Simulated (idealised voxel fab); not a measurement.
Process module under the name voxel ribs on slabs
Section shown: cut. Width: 260 nm. Cell size: 5 nm, square.
In what follows, cross-sections appear as grids of square cells, described through bands that run from the top down, where every band is one or more rows of cells. Basically the band line says how high the top is and how high the bottom is, in nm, and then what's in it from left to right, every material with its width in nm. Empty space shows up as "blank", and if a single material carries "all across" it runs the full band edge to edge. We count height from 0. Below that, the starting wafer is all one material. The lowest band never ends at the bottom but goes on down; see "0 down" for how that is written. The width entry "30..40" should be interpreted row by row: the top row of cells in the band takes the first number, the bottom row takes the second number, and the change between adjacent rows is uniform throughout. "nothing different" after a step means that no cell of the cross-section changed. In the "Trapped void list" entry, you get each enclosed empty space of 8 cells or more, one with no open way to the top, written width x height at distance, distance from the left edge, in nm. On a step's line, text after the settings is the simulator commenting on that step. What "overlay nm" on a step's line means: if the step has a mask, that mask lay this far to the right of its planned place, or, when the value is negative, to the left. If you're wondering how to read the rest of this, here's the deal. It's pairs of cross-sections: one from before a process step, one from after it. The after one is only drawn as far down as the lowest band that changed. Right under each pair you'll see which step sits between them and what its settings were. Don't read the pairs as one continuous story, though. They can come from different runs of this module on the same starting wafer, and a pair only carries on from the one above it where its entry headed "Geometry before processing" says so.
## Geometry before processing
  0 down | Si all across
  Trapped void list: none
## Section After Processing
  30 to 0 | SiO2 all across
  All layers under 0 are left as they were.
  Trapped void list: none
Before/after cross-sections above; step in between: DIRECTIONAL_DEP with material SiO2, thk nm 30
Geometry before processing: just use the after drawing of the pair above as your starting point.
## Section After Processing
  50 to 30 | SiN all across
  All layers under 30 are left as they were.
  Trapped void list: none
Before/after cross-sections above; step in between: DIRECTIONAL_DEP with material SiN, thk nm 20
Geometry before processing: just use the after drawing of the pair above as your starting point.
## Section After Processing
  60 to 50 | aC all across
  All layers under 50 are left as they were.
  Trapped void list: none
Before/after cross-sections above; step in between: DIRECTIONAL_DEP with material aC, thk nm 10
Geometry before processing: just use the after drawing of the pair above as your starting point.
## Section After Processing
  85 to 60 | 120 blank | 20 resist | 120 blank
  All layers under 60 are left as they were.
  Trapped void list: none
Before/after cross-sections above; step in between: PATTERN with tone cover, mask id RIB, material resist, width nm 20, thk nm 25, overlay nm 0
Geometry before processing: just use the after drawing of the pair above as your starting point.
## Section After Processing
  75 to 60 | 120 blank | 20 resist | 120 blank
  60 to 50 | 120 blank | 20 aC | 120 blank
  All layers under 50 are left as they were.
  Trapped void list: none
Before/after cross-sections above; step in between: DIRECTIONAL_ETCH with etch materials aC, depth nm 10
Geometry before processing: just use the after drawing of the pair above as your starting point.
## Section After Processing
  60 to 50 | 120 blank | 20 aC | 120 blank
  All layers under 50 are left as they were.
  Trapped void list: none
Before/after cross-sections above; step in between: STRIP with etch materials resist
Geometry before processing: just use the after drawing of the pair above as your starting point.
## Section After Processing
  60 to 50 | 120 blank | 20 aC | 120 blank
  50 to 45 | 120 blank | 20 SiN | 120 blank
  All layers under 45 are left as they were.
  Trapped void list: none
Before/after cross-sections above; step in between: DIRECTIONAL_ETCH with etch materials SiN, depth nm 5
Geometry before processing: just use the after drawing of the pair above as your starting point.
## Section After Processing
  50 to 45 | 120 blank | 20 SiN | 120 blank
  All layers under 45 are left as they were.
  Trapped void list: none
Before/after cross-sections above; step in between: STRIP with etch materials aC
Geometry before processing: just use the after drawing of the pair above as your starting point.
## Section After Processing
  65 to 50 | 95 blank | 70 resist | 95 blank
  50 to 45 | 95 blank | 25 resist | 20 SiN | 25 resist | 95 blank
  All layers under 45 are left as they were.
  Trapped void list: none
Before/after cross-sections above; step in between: PATTERN with tone cover, mask id SLAB, material resist, width nm 70, thk nm 15, overlay nm 0
Geometry before processing: just use the after drawing of the pair above as your starting point.
## Section After Processing
  65 to 50 | 95 blank | 70 resist | 95 blank
  50 to 45 | 95 blank | 25 resist | 20 SiN | 25 resist | 95 blank
  45 to 30 | 95 blank | 70 SiN | 95 blank
  All layers under 30 are left as they were.
  Trapped void list: none
Before/after cross-sections above; step in between: DIRECTIONAL_ETCH with etch materials SiN, depth nm 15
Geometry before processing: just use the after drawing of the pair above as your starting point.
## Section After Processing
  50 to 45 | 120 blank | 20 SiN | 120 blank
  All layers under 45 are left as they were.
  Trapped void list: none
Before/after cross-sections above; step in between: STRIP with etch materials resist
Geometry before processing: just use the after drawing of the pair above as your starting point.
## Section After Processing
  80 to 50 | SiO2 all across
  50 to 45 | 120 SiO2 | 20 SiN | 120 SiO2
  45 to 30 | 95 SiO2 | 70 SiN | 95 SiO2
  All layers under 30 are left as they were.
  Trapped void list: none
Before/after cross-sections above; step in between: FILL_DEP with material SiO2, thk nm 30
Geometry before processing: just use the after drawing of the pair above as your starting point.
## Section After Processing
  70 to 50 | SiO2 all across
  All layers under 50 are left as they were.
  Trapped void list: none
Before/after cross-sections above; step in between: CMP with height nm 70
Geometry before processing: just use the after drawing of the pair above as your starting point.
## Section After Processing
  75 to 70 | TiN all across
  All layers under 70 are left as they were.
  Trapped void list: none
Before/after cross-sections above; step in between: DIRECTIONAL_DEP with material TiN, thk nm 5
Geometry before processing: just use the after drawing of the pair above as your starting point.
## Section After Processing
  75 to 70 | 115 blank | 30 TiN | 115 blank
  All layers under 70 are left as they were.
  Trapped void list: none
Before/after cross-sections above; step in between: MASKED_ETCH with tone cover, mask id HEATER, width nm 30, etch materials TiN, depth nm 5, overlay nm 0
Geometry before processing: just use the after drawing of the pair above as your starting point.
## Section After Processing
  80 to 75 | 110 blank | 40 SiO2 | 110 blank
  75 to 70 | 115 SiO2 | 30 TiN | 115 SiO2
  All layers under 70 are left as they were.
  Trapped void list: none
Before/after cross-sections above; step in between: CONFORMAL_DEP with material SiO2, thk nm 5
## Geometry before processing
  30 to 0 | SiO2 all across
  0 down | Si all across
  Trapped void list: none
## Section After Processing
  60 to 0 | SiO2 all across
  All layers under 0 are left as they were.
  Trapped void list: none
Before/after cross-sections above; step in between: DIRECTIONAL_DEP with material SiO2, thk nm 30
Geometry before processing: just use the after drawing of the pair above as your starting point.
## Section After Processing
  80 to 60 | SiN all across
  All layers under 60 are left as they were.
  Trapped void list: none
Before/after cross-sections above; step in between: DIRECTIONAL_DEP with material SiN, thk nm 20
Geometry before processing: just use the after drawing of the pair above as your starting point.
## Section After Processing
  90 to 80 | aC all across
  All layers under 80 are left as they were.
  Trapped void list: none
Before/after cross-sections above; step in between: DIRECTIONAL_DEP with material aC, thk nm 10
Geometry before processing: just use the after drawing of the pair above as your starting point.
## Section After Processing
  115 to 90 | 120 blank | 20 resist | 120 blank
  All layers under 90 are left as they were.
  Trapped void list: none
Before/after cross-sections above; step in between: PATTERN with tone cover, mask id RIB, material resist, width nm 20, thk nm 25, overlay nm 0
Geometry before processing: just use the after drawing of the pair above as your starting point.
## Section After Processing
  105 to 90 | 120 blank | 20 resist | 120 blank
  90 to 80 | 120 blank | 20 aC | 120 blank
  All layers under 80 are left as they were.
  Trapped void list: none
Before/after cross-sections above; step in between: DIRECTIONAL_ETCH with etch materials aC, depth nm 10
Geometry before processing: just use the after drawing of the pair above as your starting point.
## Section After Processing
  90 to 80 | 120 blank | 20 aC | 120 blank
  All layers under 80 are left as they were.
  Trapped void list: none
Before/after cross-sections above; step in between: STRIP with etch materials resist
Geometry before processing: just use the after drawing of the pair above as your starting point.
## Section After Processing
  90 to 80 | 120 blank | 20 aC | 120 blank
  80 to 75 | 120 blank | 20 SiN | 120 blank
  All layers under 75 are left as they were.
  Trapped void list: none
Before/after cross-sections above; step in between: DIRECTIONAL_ETCH with etch materials SiN, depth nm 5
Geometry before processing: just use the after drawing of the pair above as your starting point.
## Section After Processing
  80 to 75 | 120 blank | 20 SiN | 120 blank
  All layers under 75 are left as they were.
  Trapped void list: none
Before/after cross-sections above; step in between: STRIP with etch materials aC
Geometry before processing: just use the after drawing of the pair above as your starting point.
## Section After Processing
  95 to 80 | 95 blank | 70 resist | 95 blank
  80 to 75 | 95 blank | 25 resist | 20 SiN | 25 resist | 95 blank
  All layers under 75 are left as they were.
  Trapped void list: none
Before/after cross-sections above; step in between: PATTERN with tone cover, mask id SLAB, material resist, width nm 70, thk nm 15, overlay nm 0
Geometry before processing: just use the after drawing of the pair above as your starting point.
## Section After Processing
  95 to 80 | 95 blank | 70 resist | 95 blank
  80 to 75 | 95 blank | 25 resist | 20 SiN | 25 resist | 95 blank
  75 to 60 | 95 blank | 70 SiN | 95 blank
  All layers under 60 are left as they were.
  Trapped void list: none
Before/after cross-sections above; step in between: DIRECTIONAL_ETCH with etch materials SiN, depth nm 15
Geometry before processing: just use the after drawing of the pair above as your starting point.
## Section After Processing
  80 to 75 | 120 blank | 20 SiN | 120 blank
  All layers under 75 are left as they were.
  Trapped void list: none
Before/after cross-sections above; step in between: STRIP with etch materials resist
Geometry before processing: just use the after drawing of the pair above as your starting point.
## Section After Processing
  110 to 80 | SiO2 all across
  80 to 75 | 120 SiO2 | 20 SiN | 120 SiO2
  75 to 60 | 95 SiO2 | 70 SiN | 95 SiO2
  All layers under 60 are left as they were.
  Trapped void list: none
Before/after cross-sections above; step in between: FILL_DEP with material SiO2, thk nm 30
Geometry before processing: just use the after drawing of the pair above as your starting point.
## Section After Processing
  70 to 60 | 95 SiO2 | 70 SiN | 95 SiO2
  All layers under 60 are left as they were.
  Trapped void list: none
Before/after cross-sections above; step in between: CMP with height nm 70
Geometry before processing: just use the after drawing of the pair above as your starting point.
## Section After Processing
  75 to 70 | TiN all across
  All layers under 70 are left as they were.
  Trapped void list: none
Before/after cross-sections above; step in between: DIRECTIONAL_DEP with material TiN, thk nm 5
Geometry before processing: just use the after drawing of the pair above as your starting point.
## Section After Processing
  75 to 70 | 115 blank | 30 TiN | 115 blank
  All layers under 70 are left as they were.
  Trapped void list: none
Before/after cross-sections above; step in between: MASKED_ETCH with tone cover, mask id HEATER, width nm 30, etch materials TiN, depth nm 5, overlay nm 0
Geometry before processing: just use the after drawing of the pair above as your starting point.
## Section After Processing
  80 to 75 | 110 blank | 40 SiO2 | 110 blank
  75 to 70 | 115 SiO2 | 30 TiN | 115 SiO2
  All layers under 70 are left as they were.
  Trapped void list: none
Before/after cross-sections above; step in between: CONFORMAL_DEP with material SiO2, thk nm 5
## Geometry before processing
  0 down | Si all across
  Trapped void list: none
## Section After Processing
  20 to 0 | SiN all across
  All layers under 0 are left as they were.
  Trapped void list: none
Before/after cross-sections above; step in between: DIRECTIONAL_DEP with material SiN, thk nm 20
Geometry before processing: just use the after drawing of the pair above as your starting point.
## Section After Processing
  50 to 20 | SiO2 all across
  All layers under 20 are left as they were.
  Trapped void list: none
Before/after cross-sections above; step in between: DIRECTIONAL_DEP with material SiO2, thk nm 30
Geometry before processing: just use the after drawing of the pair above as your starting point.
## Section After Processing
  60 to 50 | aC all across
  All layers under 50 are left as they were.
  Trapped void list: none
Before/after cross-sections above; step in between: DIRECTIONAL_DEP with material aC, thk nm 10
Geometry before processing: just use the after drawing of the pair above as your starting point.
## Section After Processing
  85 to 60 | 120 blank | 20 resist | 120 blank
  All layers under 60 are left as they were.
  Trapped void list: none
Before/after cross-sections above; step in between: PATTERN with tone cover, mask id RIB, material resist, width nm 20, thk nm 25, overlay nm 0
Geometry before processing: just use the after drawing of the pair above as your starting point.
## Section After Processing
  75 to 60 | 120 blank | 20 resist | 120 blank
  60 to 50 | 120 blank | 20 aC | 120 blank
  All layers under 50 are left as they were.
  Trapped void list: none
Before/after cross-sections above; step in between: DIRECTIONAL_ETCH with etch materials aC, depth nm 10
Geometry before processing: just use the after drawing of the pair above as your starting point.
## Section After Processing
  60 to 50 | 120 blank | 20 aC | 120 blank
  All layers under 50 are left as they were.
  Trapped void list: none
Before/after cross-sections above; step in between: STRIP with etch materials resist
Geometry before processing: just use the after drawing of the pair above as your starting point.
## Section After Processing
  50 to 20 | SiO2 all across
  All layers under 20 are left as they were.
  Trapped void list: none
Before/after cross-sections above; step in between: STRIP with etch materials aC
Geometry before processing: just use the after drawing of the pair above as your starting point.
## Section After Processing
  65 to 50 | 95 blank | 70 resist | 95 blank
  All layers under 50 are left as they were.
  Trapped void list: none
Before/after cross-sections above; step in between: PATTERN with tone cover, mask id SLAB, material resist, width nm 70, thk nm 15, overlay nm 0
Geometry before processing: just use the after drawing of the pair above as your starting point.
## Section After Processing
  50 to 20 | SiO2 all across
  All layers under 20 are left as they were.
  Trapped void list: none
Before/after cross-sections above; step in between: STRIP with etch materials resist
Geometry before processing: just use the after drawing of the pair above as your starting point.
## Section After Processing
  80 to 20 | SiO2 all across
  All layers under 20 are left as they were.
  Trapped void list: none
Before/after cross-sections above; step in between: FILL_DEP with material SiO2, thk nm 30
Geometry before processing: just use the after drawing of the pair above as your starting point.
## Section After Processing
  70 to 20 | SiO2 all across
  All layers under 20 are left as they were.
  Trapped void list: none
Before/after cross-sections above; step in between: CMP with height nm 70
Geometry before processing: just use the after drawing of the pair above as your starting point.
## Section After Processing
  75 to 70 | TiN all across
  All layers under 70 are left as they were.
  Trapped void list: none
Before/after cross-sections above; step in between: DIRECTIONAL_DEP with material TiN, thk nm 5
Geometry before processing: just use the after drawing of the pair above as your starting point.
## Section After Processing
  75 to 70 | 115 blank | 30 TiN | 115 blank
  All layers under 70 are left as they were.
  Trapped void list: none
Before/after cross-sections above; step in between: MASKED_ETCH with tone cover, mask id HEATER, width nm 30, etch materials TiN, depth nm 5, overlay nm 0
Geometry before processing: just use the after drawing of the pair above as your starting point.
## Section After Processing
  80 to 75 | 110 blank | 40 SiO2 | 110 blank
  75 to 70 | 115 SiO2 | 30 TiN | 115 SiO2
  All layers under 70 are left as they were.
  Trapped void list: none
Before/after cross-sections above; step in between: CONFORMAL_DEP with material SiO2, thk nm 5
## Geometry before processing
  0 down | Si all across
  Trapped void list: none
## Section After Processing
  35 to 0 | SiO2 all across
  All layers under 0 are left as they were.
  Trapped void list: none
Before/after cross-sections above; step in between: DIRECTIONAL_DEP with material SiO2, thk nm 35
Geometry before processing: just use the after drawing of the pair above as your starting point.
## Section After Processing
  55 to 35 | SiN all across
  All layers under 35 are left as they were.
  Trapped void list: none
Before/after cross-sections above; step in between: DIRECTIONAL_DEP with material SiN, thk nm 20
Geometry before processing: just use the after drawing of the pair above as your starting point.
## Section After Processing
  65 to 55 | aC all across
  All layers under 55 are left as they were.
  Trapped void list: none
Before/after cross-sections above; step in between: DIRECTIONAL_DEP with material aC, thk nm 10
Geometry before processing: just use the after drawing of the pair above as your starting point.
## Section After Processing
  90 to 65 | 120 blank | 20 resist | 120 blank
  All layers under 65 are left as they were.
  Trapped void list: none
Before/after cross-sections above; step in between: PATTERN with tone cover, mask id RIB, material resist, width nm 20, thk nm 25, overlay nm 0
Geometry before processing: just use the after drawing of the pair above as your starting point.
## Section After Processing
  80 to 65 | 120 blank | 20 resist | 120 blank
  65 to 55 | 120 blank | 20 aC | 120 blank
  All layers under 55 are left as they were.
  Trapped void list: none
Before/after cross-sections above; step in between: DIRECTIONAL_ETCH with etch materials aC, depth nm 10
Geometry before processing: just use the after drawing of the pair above as your starting point.
## Section After Processing
  65 to 55 | 120 blank | 20 aC | 120 blank
  All layers under 55 are left as they were.
  Trapped void list: none
Before/after cross-sections above; step in between: STRIP with etch materials resist
Geometry before processing: just use the after drawing of the pair above as your starting point.
## Section After Processing
  65 to 55 | 120 blank | 20 aC | 120 blank
  55 to 50 | 120 blank | 20 SiN | 120 blank
  All layers under 50 are left as they were.
  Trapped void list: none
Before/after cross-sections above; step in between: DIRECTIONAL_ETCH with etch materials SiN, depth nm 5
Geometry before processing: just use the after drawing of the pair above as your starting point.
## Section After Processing
  55 to 50 | 120 blank | 20 SiN | 120 blank
  All layers under 50 are left as they were.
  Trapped void list: none
Before/after cross-sections above; step in between: STRIP with etch materials aC
Geometry before processing: just use the after drawing of the pair above as your starting point.
## Section After Processing
  70 to 55 | 95 blank | 70 resist | 95 blank
  55 to 50 | 95 blank | 25 resist | 20 SiN | 25 resist | 95 blank
  All layers under 50 are left as they were.
  Trapped void list: none
Before/after cross-sections above; step in between: PATTERN with tone cover, mask id SLAB, material resist, width nm 70, thk nm 15, overlay nm 0
Geometry before processing: just use the after drawing of the pair above as your starting point.
## Section After Processing
  70 to 55 | 95 blank | 70 resist | 95 blank
  55 to 50 | 95 blank | 25 resist | 20 SiN | 25 resist | 95 blank
  50 to 35 | 95 blank | 70 SiN | 95 blank
  All layers under 35 are left as they were.
  Trapped void list: none
Before/after cross-sections above; step in between: DIRECTIONAL_ETCH with etch materials SiN, depth nm 15
Geometry before processing: just use the after drawing of the pair above as your starting point.
## Section After Processing
  55 to 50 | 120 blank | 20 SiN | 120 blank
  All layers under 50 are left as they were.
  Trapped void list: none
Before/after cross-sections above; step in between: STRIP with etch materials resist
Geometry before processing: just use the after drawing of the pair above as your starting point.
## Section After Processing
  85 to 55 | SiO2 all across
  55 to 50 | 120 SiO2 | 20 SiN | 120 SiO2
  50 to 35 | 95 SiO2 | 70 SiN | 95 SiO2
  All layers under 35 are left as they were.
  Trapped void list: none
Before/after cross-sections above; step in between: FILL_DEP with material SiO2, thk nm 30
Geometry before processing: just use the after drawing of the pair above as your starting point.
## Section After Processing
  70 to 55 | SiO2 all across
  All layers under 55 are left as they were.
  Trapped void list: none
Before/after cross-sections above; step in between: CMP with height nm 70
Geometry before processing: just use the after drawing of the pair above as your starting point.
## Section After Processing
  75 to 70 | TiN all across
  All layers under 70 are left as they were.
  Trapped void list: none
Before/after cross-sections above; step in between: DIRECTIONAL_DEP with material TiN, thk nm 5
Geometry before processing: just use the after drawing of the pair above as your starting point.
## Section After Processing
  75 to 70 | 115 blank | 30 TiN | 115 blank
  All layers under 70 are left as they were.
  Trapped void list: none
Before/after cross-sections above; step in between: MASKED_ETCH with tone cover, mask id HEATER, width nm 30, etch materials TiN, depth nm 5, overlay nm 0
Geometry before processing: just use the after drawing of the pair above as your starting point.
## Section After Processing
  80 to 75 | 110 blank | 40 SiO2 | 110 blank
  75 to 70 | 115 SiO2 | 30 TiN | 115 SiO2
  All layers under 70 are left as they were.
  Trapped void list: none
Before/after cross-sections above; step in between: CONFORMAL_DEP with material SiO2, thk nm 5
## Geometry before processing
  60 to 50 | aC all across
  50 to 30 | SiN all across
  30 to 0 | SiO2 all across
  0 down | Si all across
  Trapped void list: none
## Section After Processing
  85 to 60 | 115 blank | 30 resist | 115 blank
  All layers under 60 are left as they were.
  Trapped void list: none
Before/after cross-sections above; step in between: PATTERN with tone cover, mask id RIB, material resist, width nm 30, thk nm 25, overlay nm 0
Geometry before processing: just use the after drawing of the pair above as your starting point.
## Section After Processing
  75 to 60 | 115 blank | 30 resist | 115 blank
  60 to 50 | 115 blank | 30 aC | 115 blank
  All layers under 50 are left as they were.
  Trapped void list: none
Before/after cross-sections above; step in between: DIRECTIONAL_ETCH with etch materials aC, depth nm 10
Geometry before processing: just use the after drawing of the pair above as your starting point.
## Section After Processing
  60 to 50 | 115 blank | 30 aC | 115 blank
  All layers under 50 are left as they were.
  Trapped void list: none
Before/after cross-sections above; step in between: STRIP with etch materials resist
Geometry before processing: just use the after drawing of the pair above as your starting point.
## Section After Processing
  60 to 50 | 115 blank | 30 aC | 115 blank
  50 to 45 | 115 blank | 30 SiN | 115 blank
  All layers under 45 are left as they were.
  Trapped void list: none
Before/after cross-sections above; step in between: DIRECTIONAL_ETCH with etch materials SiN, depth nm 5
Geometry before processing: just use the after drawing of the pair above as your starting point.
## Section After Processing
  50 to 45 | 115 blank | 30 SiN | 115 blank
  All layers under 45 are left as they were.
  Trapped void list: none
Before/after cross-sections above; step in between: STRIP with etch materials aC
Geometry before processing: just use the after drawing of the pair above as your starting point.
## Section After Processing
  65 to 50 | 95 blank | 70 resist | 95 blank
  50 to 45 | 95 blank | 20 resist | 30 SiN | 20 resist | 95 blank
  All layers under 45 are left as they were.
  Trapped void list: none
Before/after cross-sections above; step in between: PATTERN with tone cover, mask id SLAB, material resist, width nm 70, thk nm 15, overlay nm 0
Geometry before processing: just use the after drawing of the pair above as your starting point.
## Section After Processing
  65 to 50 | 95 blank | 70 resist | 95 blank
  50 to 45 | 95 blank | 20 resist | 30 SiN | 20 resist | 95 blank
  45 to 30 | 95 blank | 70 SiN | 95 blank
  All layers under 30 are left as they were.
  Trapped void list: none
Before/after cross-sections above; step in between: DIRECTIONAL_ETCH with etch materials SiN, depth nm 15
Geometry before processing: just use the after drawing of the pair above as your starting point.
## Section After Processing
  50 to 45 | 115 blank | 30 SiN | 115 blank
  All layers under 45 are left as they were.
  Trapped void list: none
Before/after cross-sections above; step in between: STRIP with etch materials resist
Geometry before processing: just use the after drawing of the pair above as your starting point.
## Section After Processing
  80 to 50 | SiO2 all across
  50 to 45 | 115 SiO2 | 30 SiN | 115 SiO2
  45 to 30 | 95 SiO2 | 70 SiN | 95 SiO2
  All layers under 30 are left as they were.
  Trapped void list: none
Before/after cross-sections above; step in between: FILL_DEP with material SiO2, thk nm 30
Geometry before processing: just use the after drawing of the pair above as your starting point.
## Section After Processing
  70 to 50 | SiO2 all across
  All layers under 50 are left as they were.
  Trapped void list: none
Before/after cross-sections above; step in between: CMP with height nm 70
Geometry before processing: just use the after drawing of the pair above as your starting point.
## Section After Processing
  75 to 70 | TiN all across
  All layers under 70 are left as they were.
  Trapped void list: none
Before/after cross-sections above; step in between: DIRECTIONAL_DEP with material TiN, thk nm 5
Geometry before processing: just use the after drawing of the pair above as your starting point.
## Section After Processing
  75 to 70 | 115 blank | 30 TiN | 115 blank
  All layers under 70 are left as they were.
  Trapped void list: none
Before/after cross-sections above; step in between: MASKED_ETCH with tone cover, mask id HEATER, width nm 30, etch materials TiN, depth nm 5, overlay nm 0
Geometry before processing: just use the after drawing of the pair above as your starting point.
## Section After Processing
  80 to 75 | 110 blank | 40 SiO2 | 110 blank
  75 to 70 | 115 SiO2 | 30 TiN | 115 SiO2
  All layers under 70 are left as they were.
  Trapped void list: none
Before/after cross-sections above; step in between: CONFORMAL_DEP with material SiO2, thk nm 5
## Geometry before processing
  75 to 70 | TiN all across
  70 to 50 | SiO2 all across
  50 to 45 | 120 SiO2 | 20 SiN | 120 SiO2
  45 to 30 | 95 SiO2 | 70 SiN | 95 SiO2
  30 to 0 | SiO2 all across
  0 down | Si all across
  Trapped void list: none
## Section After Processing
  75 to 70 | 110 blank | 30 TiN | 120 blank
  All layers under 70 are left as they were.
  Trapped void list: none
Before/after cross-sections above; step in between: MASKED_ETCH with tone cover, mask id HEATER, width nm 30, etch materials TiN, depth nm 5, overlay nm -5
Geometry before processing: just use the after drawing of the pair above as your starting point.
## Section After Processing
  80 to 75 | 105 blank | 40 SiO2 | 115 blank
  75 to 70 | 110 SiO2 | 30 TiN | 120 SiO2
  All layers under 70 are left as they were.
  Trapped void list: none
Before/after cross-sections above; step in between: CONFORMAL_DEP with material SiO2, thk nm 5
## Geometry before processing
  50 to 45 | 120 blank | 20 SiN | 120 blank
  45 to 30 | 95 blank | 70 SiN | 95 blank
  30 to 0 | SiO2 all across
  0 down | Si all across
  Trapped void list: none
## Section After Processing
  80 to 50 | aC all across
  50 to 45 | 120 aC | 20 SiN | 120 aC
  45 to 30 | 95 aC | 70 SiN | 95 aC
  All layers under 30 are left as they were.
  Trapped void list: none
Before/after cross-sections above; step in between: FILL_DEP with material aC, thk nm 30
Geometry before processing: just use the after drawing of the pair above as your starting point.
## Section After Processing
  70 to 50 | aC all across
  All layers under 50 are left as they were.
  Trapped void list: none
Before/after cross-sections above; step in between: CMP with height nm 70
Geometry before processing: just use the after drawing of the pair above as your starting point.
## Section After Processing
  75 to 70 | TiN all across
  All layers under 70 are left as they were.
  Trapped void list: none
Before/after cross-sections above; step in between: DIRECTIONAL_DEP with material TiN, thk nm 5
Geometry before processing: just use the after drawing of the pair above as your starting point.
## Section After Processing
  75 to 70 | 115 blank | 30 TiN | 115 blank
  All layers under 70 are left as they were.
  Trapped void list: none
Before/after cross-sections above; step in between: MASKED_ETCH with tone cover, mask id HEATER, width nm 30, etch materials TiN, depth nm 5, overlay nm 0
Geometry before processing: just use the after drawing of the pair above as your starting point.
## Section After Processing
  80 to 75 | 110 blank | 40 SiO2 | 110 blank
  75 to 70 | 115 SiO2 | 30 TiN | 115 SiO2
  All layers under 70 are left as they were.
  Trapped void list: none
Before/after cross-sections above; step in between: CONFORMAL_DEP with material SiO2, thk nm 5
## Geometry before processing
  60 to 50 | aC all across
  50 to 30 | SiN all across
  30 to 0 | SiO2 all across
  0 down | Si all across
  Trapped void list: none
## Section After Processing
  85 to 60 | 120 resist | 20 blank | 120 resist
  All layers under 60 are left as they were.
  Trapped void list: none
Before/after cross-sections above; step in between: PATTERN with tone open, mask id RIB, material resist, width nm 20, thk nm 25, overlay nm 0
Geometry before processing: just use the after drawing of the pair above as your starting point.
## Section After Processing
  75 to 60 | 120 resist | 20 blank | 120 resist
  60 to 50 | 120 aC | 20 blank | 120 aC
  All layers under 50 are left as they were.
  Trapped void list: none
Before/after cross-sections above; step in between: DIRECTIONAL_ETCH with etch materials aC, depth nm 10
Geometry before processing: just use the after drawing of the pair above as your starting point.
## Section After Processing
  60 to 50 | 120 aC | 20 blank | 120 aC
  All layers under 50 are left as they were.
  Trapped void list: none
Before/after cross-sections above; step in between: STRIP with etch materials resist
Geometry before processing: just use the after drawing of the pair above as your starting point.
## Section After Processing
  60 to 50 | 120 aC | 20 blank | 120 aC
  50 to 45 | 120 SiN | 20 blank | 120 SiN
  All layers under 45 are left as they were.
  Trapped void list: none
Before/after cross-sections above; step in between: DIRECTIONAL_ETCH with etch materials SiN, depth nm 5
Geometry before processing: just use the after drawing of the pair above as your starting point.
## Section After Processing
  50 to 45 | 120 SiN | 20 blank | 120 SiN
  All layers under 45 are left as they were.
  Trapped void list: none
Before/after cross-sections above; step in between: STRIP with etch materials aC
Geometry before processing: just use the after drawing of the pair above as your starting point.
## Section After Processing
  65 to 50 | 95 blank | 70 resist | 95 blank
  50 to 45 | 120 SiN | 20 resist | 120 SiN
  All layers under 45 are left as they were.
  Trapped void list: none
Before/after cross-sections above; step in between: PATTERN with tone cover, mask id SLAB, material resist, width nm 70, thk nm 15, overlay nm 0
Geometry before processing: just use the after drawing of the pair above as your starting point.
## Section After Processing
  65 to 50 | 95 blank | 70 resist | 95 blank
  50 to 45 | 95 blank | 25 SiN | 20 resist | 25 SiN | 95 blank
  45 to 35 | 95 blank | 70 SiN | 95 blank
  All layers under 35 are left as they were.
  Trapped void list: none
Before/after cross-sections above; step in between: DIRECTIONAL_ETCH with etch materials SiN, depth nm 15
Geometry before processing: just use the after drawing of the pair above as your starting point.
## Section After Processing
  50 to 45 | 95 blank | 25 SiN | 20 blank | 25 SiN | 95 blank
  All layers under 45 are left as they were.
  Trapped void list: none
Before/after cross-sections above; step in between: STRIP with etch materials resist
Geometry before processing: just use the after drawing of the pair above as your starting point.
## Section After Processing
  80 to 50 | SiO2 all across
  50 to 45 | 95 SiO2 | 25 SiN | 20 SiO2 | 25 SiN | 95 SiO2
  45 to 35 | 95 SiO2 | 70 SiN | 95 SiO2
  All layers under 35 are left as they were.
  Trapped void list: none
Before/after cross-sections above; step in between: FILL_DEP with material SiO2, thk nm 30
Geometry before processing: just use the after drawing of the pair above as your starting point.
## Section After Processing
  70 to 50 | SiO2 all across
  All layers under 50 are left as they were.
  Trapped void list: none
Before/after cross-sections above; step in between: CMP with height nm 70
Geometry before processing: just use the after drawing of the pair above as your starting point.
## Section After Processing
  75 to 70 | TiN all across
  All layers under 70 are left as they were.
  Trapped void list: none
Before/after cross-sections above; step in between: DIRECTIONAL_DEP with material TiN, thk nm 5
Geometry before processing: just use the after drawing of the pair above as your starting point.
## Section After Processing
  75 to 70 | 115 blank | 30 TiN | 115 blank
  All layers under 70 are left as they were.
  Trapped void list: none
Before/after cross-sections above; step in between: MASKED_ETCH with tone cover, mask id HEATER, width nm 30, etch materials TiN, depth nm 5, overlay nm 0
Geometry before processing: just use the after drawing of the pair above as your starting point.
## Section After Processing
  80 to 75 | 110 blank | 40 SiO2 | 110 blank
  75 to 70 | 115 SiO2 | 30 TiN | 115 SiO2
  All layers under 70 are left as they were.
  Trapped void list: none
Before/after cross-sections above; step in between: CONFORMAL_DEP with material SiO2, thk nm 5
